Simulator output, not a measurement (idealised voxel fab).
Presented below is a process module, voxel air gaps.
Shown is cross-section cut, with a width of 245 nm and square cells of size 5 nm.
Cross-section format: a grid of square cells, given as bands from top to bottom; each band is one or more rows of cells.
A band entry consists of two parts. The first gives the height of the band's top and the height of its bottom, in nm. The rest lists the band's materials from left to right, each with its width in nm. A single material labelled with the word "throughout" fills the band from edge to edge, and the word "empty" marks empty space.
Heights from 0 (as-received wafer is one material below). Bottom band endless downward, as "top 0, no bottom".
Read "30->40" as a graded width: first number on top, second number at the bottom, same change between each pair of neighbouring rows.
"changes: none" after a step means that no cell of the cross-section changed.
Fully closed voids: empty space of 8 cells or more with no open way to the top, each as width x height at its distance from the left edge, in nm
Heads up: the bit after the settings on a step's line is the simulator's remark on that step.
overlay nm: mask right of planned place by this much (step with mask). Neg. = left.
## plan
- 1: RECEIVE,material Si
- 2: CONFORMAL_DEP,material SiO2,thk nm 10
- 3: CONFORMAL_DEP,material SiN,thk nm 5
- 4: DIRECTIONAL_DEP,material SiO2,thk nm 35
- 5: PATTERN,tone open,mask id LINES,material resist,width nm 20,pitch nm 50,thk nm 20,overlay nm 0
- 6: DIRECTIONAL_ETCH,etch materials SiO2,depth nm 35
- 7: STRIP,etch materials resist
- 8: CONFORMAL_DEP,material TiN,thk nm 5
- 9: FILL_DEP,material W,thk nm 10
- 10: CMP,height nm 50
- 11: EPI,material Ru,thk nm 10
- 12: SELECTIVE_ETCH,etch materials SiO2,depth nm 45
- 13: CONFORMAL_DEP,material SiN,thk nm 5
## Incoming wafer, cross-sectional view, post step 1
> top 0, no bottom | Si throughout
> Fully closed voids: none
## The plan above was carried out on the starting structure above with one mistake, and this cross-section shows the wafer at the end of the module
> top 65, bottom 60 | 50 nm empty / 45 nm SiN / 5 nm empty / 45 nm SiN / 5 nm empty / 45 nm SiN / 50 nm empty
> top 60, bottom 50 | 50 nm empty / 5 nm SiN / 35 nm Ru / 5 nm SiN / 5 nm empty / 5 nm SiN / 35 nm Ru / 5 nm SiN / 5 nm empty / 5 nm SiN / 35 nm Ru / 5 nm SiN / 50 nm empty
> top 50, bottom 45 | 50 nm empty / 15 nm SiN / 5 nm TiN / 5 nm W / 5 nm TiN / 15 nm SiN / 5 nm empty / 15 nm SiN / 5 nm TiN / 5 nm W / 5 nm TiN / 15 nm SiN / 5 nm empty / 15 nm SiN / 5 nm TiN / 5 nm W / 5 nm TiN / 15 nm SiN / 50 nm empty
> top 45, bottom 20 | 60 nm empty / 5 nm SiN / 5 nm TiN / 5 nm W / 5 nm TiN / 5 nm SiN / 25 nm empty / 5 nm SiN / 5 nm TiN / 5 nm W / 5 nm TiN / 5 nm SiN / 25 nm empty / 5 nm SiN / 5 nm TiN / 5 nm W / 5 nm TiN / 5 nm SiN / 60 nm empty
> top 20, bottom 15 | 65 nm SiN / 15 nm TiN / 35 nm SiN / 15 nm TiN / 35 nm SiN / 15 nm TiN / 65 nm SiN
> top 15, bottom 10 | SiN throughout
> top 10, bottom 0 | SiO2 throughout
> top 0, no bottom | Si throughout
> Fully closed voids: none
Run error: it should be noted that step 5 was executed with settings other than those planned, the operation and settings actually applied being PATTERN,tone open,mask id LINES,material resist,width nm 15,pitch nm 50,thk nm 20,overlay nm 0
